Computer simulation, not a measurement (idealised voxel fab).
process module | voxel transistor to metal
cross-section cut | 185 nm wide | cells 5 nm
A cross-section is a grid of square cells, given in bands from the top down. A band is one or more rows of cells.
Each band's line starts with the height of the band's top and of its bottom, in nm. Then come its materials from left to right, each with its width in nm. One material with "throughout" fills the band from edge to edge. "air" is empty space.
Height 0 is the level under which the wafer as received is all one material. The lowest band goes on downwards, as in "0 down".
A width such as "30 to 40" changes by the same amount from each row of cells to the next, from the band's top row to its bottom row.
"no change" after a step means that no cell of the cross-section changed.
closed voids: empty space of 8 cells or more with no open way to the top, each as width x height at its distance from the left edge, in nm
after a step's settings: what the simulator itself notes on the step
overlay nm, on a step with a mask: how far to the right of its planned place the mask lay; to the left if negative
plan
1 op RECEIVE | material Si
2 op CONFORMAL_DEP | material SiO2 | thk nm 5
3 op CONFORMAL_DEP | material SiN | thk nm 15
4 op PATTERN | tone cover | mask id ACTIVE | material resist | width nm 105 | thk nm 15 | overlay nm 0
5 op DIRECTIONAL_ETCH | etch materials SiN | depth nm 15
6 op DIRECTIONAL_ETCH | etch materials SiO2 | depth nm 5
7 op DIRECTIONAL_ETCH | etch materials Si | depth nm 20
8 op STRIP | etch materials resist
9 op FILL_DEP | material SiO2 | thk nm 15
10 op CMP | height nm 20
11 op SELECTIVE_ETCH | etch materials SiO2 | depth nm 10
12 op STRIP | etch materials SiN
13 op SELECTIVE_ETCH | etch materials SiO2 | depth nm 5
14 op OXIDIZE | depth nm 5
15 op DIRECTIONAL_DEP | material polySi | thk nm 25
16 op DIRECTIONAL_DEP | material SiCN | thk nm 10
17 op DIRECTIONAL_DEP | material aC | thk nm 15
18 op PATTERN | tone cover | mask id GATE | material resist | width nm 25 | thk nm 30 | overlay nm 0
19 op DIRECTIONAL_ETCH | etch materials aC | depth nm 15
20 op STRIP | etch materials resist
21 op DIRECTIONAL_ETCH | etch materials SiCN | depth nm 20
22 op DIRECTIONAL_ETCH | etch materials polySi | depth nm 35
23 op STRIP | etch materials aC
24 op CONFORMAL_DEP | material SiO2 | thk nm 5
25 op DIRECTIONAL_ETCH | etch materials SiO2 | depth nm 5
26 op CONFORMAL_DEP | material SiN | thk nm 5
27 op DIRECTIONAL_ETCH | etch materials SiN | depth nm 5
28 op DIRECTIONAL_ETCH | etch materials SiO2 | depth nm 5
29 op DIRECTIONAL_ETCH | etch materials Si | depth nm 5
30 op EPI | material nSi | thk nm 10
31 op FILL_DEP | material SiO2 | thk nm 5
32 op CMP | height nm 25
33 op STRIP | etch materials polySi
34 op SELECTIVE_ETCH | etch materials SiO2 | depth nm 5
35 op CONFORMAL_DEP | material HfO2 | thk nm 5
36 op CONFORMAL_DEP | material TiN | thk nm 5
37 op FILL_DEP | material W | thk nm 10
38 op CMP | height nm 20
39 op DIRECTIONAL_DEP | material SiO2 | thk nm 15
40 op MASKED_ETCH | tone open | mask id CONTACT | width nm 15 | pitch nm 70 | etch materials SiO2 | depth nm 35 | overlay nm 0
41 op CONFORMAL_DEP | material TiN | thk nm 5
42 op FILL_DEP | material Ru | thk nm 10
43 op CMP | height nm 35
44 op CONFORMAL_DEP | material SiCN | thk nm 5
45 op DIRECTIONAL_DEP | material lowk | thk nm 20
46 op MASKED_ETCH | tone open | mask id METAL_1 | width nm 15 | pitch nm 70 | etch materials lowk | depth nm 20 | overlay nm 0
47 op MASKED_ETCH | tone open | mask id METAL_1 | width nm 15 | pitch nm 70 | etch materials SiCN | depth nm 5 | overlay nm 0
48 op CONFORMAL_DEP | material TiN | thk nm 5
49 op FILL_DEP | material Cu | thk nm 5
50 op CMP | height nm 60
51 op EPI | material Ru | thk nm 5
52 op FILL_DEP | material SiCN | thk nm 5
53 op DIRECTIONAL_DEP | material SiO2 | thk nm 30
54 op PATTERN | tone open | mask id METAL_2 | material resist | width nm 15 | pitch nm 70 | thk nm 15 | overlay nm 0
55 op DIRECTIONAL_ETCH | etch materials SiO2 | depth nm 20
56 op STRIP | etch materials resist
57 op MASKED_ETCH | tone open | mask id METAL_2_HOLES | width nm 15 | pitch nm 70 | etch materials SiO2 | depth nm 10 | overlay nm 0
58 op MASKED_ETCH | tone open | mask id METAL_2_HOLES | width nm 15 | pitch nm 70 | etch materials SiCN | depth nm 5 | overlay nm 0
59 op CONFORMAL_DEP | material TiN | thk nm 5
60 op FILL_DEP | material Ru | thk nm 5
61 op CMP | height nm 100
62 op CONFORMAL_DEP | material SiCN | thk nm 5
as received, after step 1
  0 down: Si throughout
  closed voids: none
first wafer at the end, as planned
  105 to 100: SiCN throughout
  100 to 70: SiO2 50 | TiN 5 | Ru 5 | TiN 5 | SiO2 55 | TiN 5 | Ru 5 | TiN 5 | SiO2 50
  70 to 65: SiCN 50 | TiN 15 | SiCN 55 | TiN 15 | SiCN 50
  65 to 60: SiCN 45 | Ru 25 | SiCN 45 | Ru 25 | SiCN 45
  60 to 40: lowk 50 | TiN 5 | Cu 5 | TiN 5 | lowk 55 | TiN 5 | Cu 5 | TiN 5 | lowk 50
  40 to 35: SiCN 50 | TiN 15 | SiCN 55 | TiN 15 | SiCN 50
  35 to 20: SiO2 50 | TiN 5 | Ru 5 | TiN 5 | SiO2 55 | TiN 5 | Ru 5 | TiN 5 | SiO2 50
  20 to 10: SiO2 50 | TiN 5 | Ru 5 | TiN 5 | SiO2 5 | SiN 5 | HfO2 5 | TiN 5 | W 15 | TiN 5 | HfO2 5 | SiN 5 | SiO2 5 | TiN 5 | Ru 5 | TiN 5 | SiO2 50
  10 to 5: SiO2 50 | TiN 15 | SiO2 5 | SiN 5 | HfO2 5 | TiN 5 | W 15 | TiN 5 | HfO2 5 | SiN 5 | SiO2 5 | TiN 15 | SiO2 50
  5 to 0: SiO2 40 | SiN 5 | nSi 10 | TiN 5 | nSi 10 | SiN 5 | HfO2 5 | TiN 25 | HfO2 5 | SiN 5 | nSi 10 | TiN 5 | nSi 10 | SiN 5 | SiO2 40
  0 to -5: SiO2 45 | nSi 25 | SiO2 5 | HfO2 35 | SiO2 5 | nSi 25 | SiO2 45
  -5 to -10: SiO2 40 | Si 5 | nSi 25 | Si 45 | nSi 25 | Si 5 | SiO2 40
  -10 to -20: SiO2 40 | Si 105 | SiO2 40
  -20 down: Si throughout
  closed voids: none
second wafer at the end: like start, like plan, one mistake
  105 to 100: SiCN throughout
  100 to 95: SiCN 50 | TiN 15 | SiCN 55 | TiN 15 | SiCN 50
  95 to 90: SiCN 45 | SiO2 25 | SiCN 45 | SiO2 25 | SiCN 45
  90 to 65: SiO2 throughout
  65 to 60: SiO2 45 | Ru 25 | SiO2 45 | Ru 25 | SiO2 45
  60 to 40: lowk 50 | TiN 5 | Cu 5 | TiN 5 | lowk 55 | TiN 5 | Cu 5 | TiN 5 | lowk 50
  40 to 35: SiCN 50 | TiN 15 | SiCN 55 | TiN 15 | SiCN 50
  35 to 20: SiO2 50 | TiN 5 | Ru 5 | TiN 5 | SiO2 55 | TiN 5 | Ru 5 | TiN 5 | SiO2 50
  20 to 10: SiO2 50 | TiN 5 | Ru 5 | TiN 5 | SiO2 5 | SiN 5 | HfO2 5 | TiN 5 | W 15 | TiN 5 | HfO2 5 | SiN 5 | SiO2 5 | TiN 5 | Ru 5 | TiN 5 | SiO2 50
  10 to 5: SiO2 50 | TiN 15 | SiO2 5 | SiN 5 | HfO2 5 | TiN 5 | W 15 | TiN 5 | HfO2 5 | SiN 5 | SiO2 5 | TiN 15 | SiO2 50
  5 to 0: SiO2 40 | SiN 5 | nSi 10 | TiN 5 | nSi 10 | SiN 5 | HfO2 5 | TiN 25 | HfO2 5 | SiN 5 | nSi 10 | TiN 5 | nSi 10 | SiN 5 | SiO2 40
  0 to -5: SiO2 45 | nSi 25 | SiO2 5 | HfO2 35 | SiO2 5 | nSi 25 | SiO2 45
  -5 to -10: SiO2 40 | Si 5 | nSi 25 | Si 45 | nSi 25 | Si 5 | SiO2 40
  -10 to -20: SiO2 40 | Si 105 | SiO2 40
  -20 down: Si throughout
  closed voids: none
what went wrong: steps 52 and 53 were swapped
at the end the second wafer has, in cells: 12 fewer of Ru | 36 more of SiO2 | 24 fewer of TiN
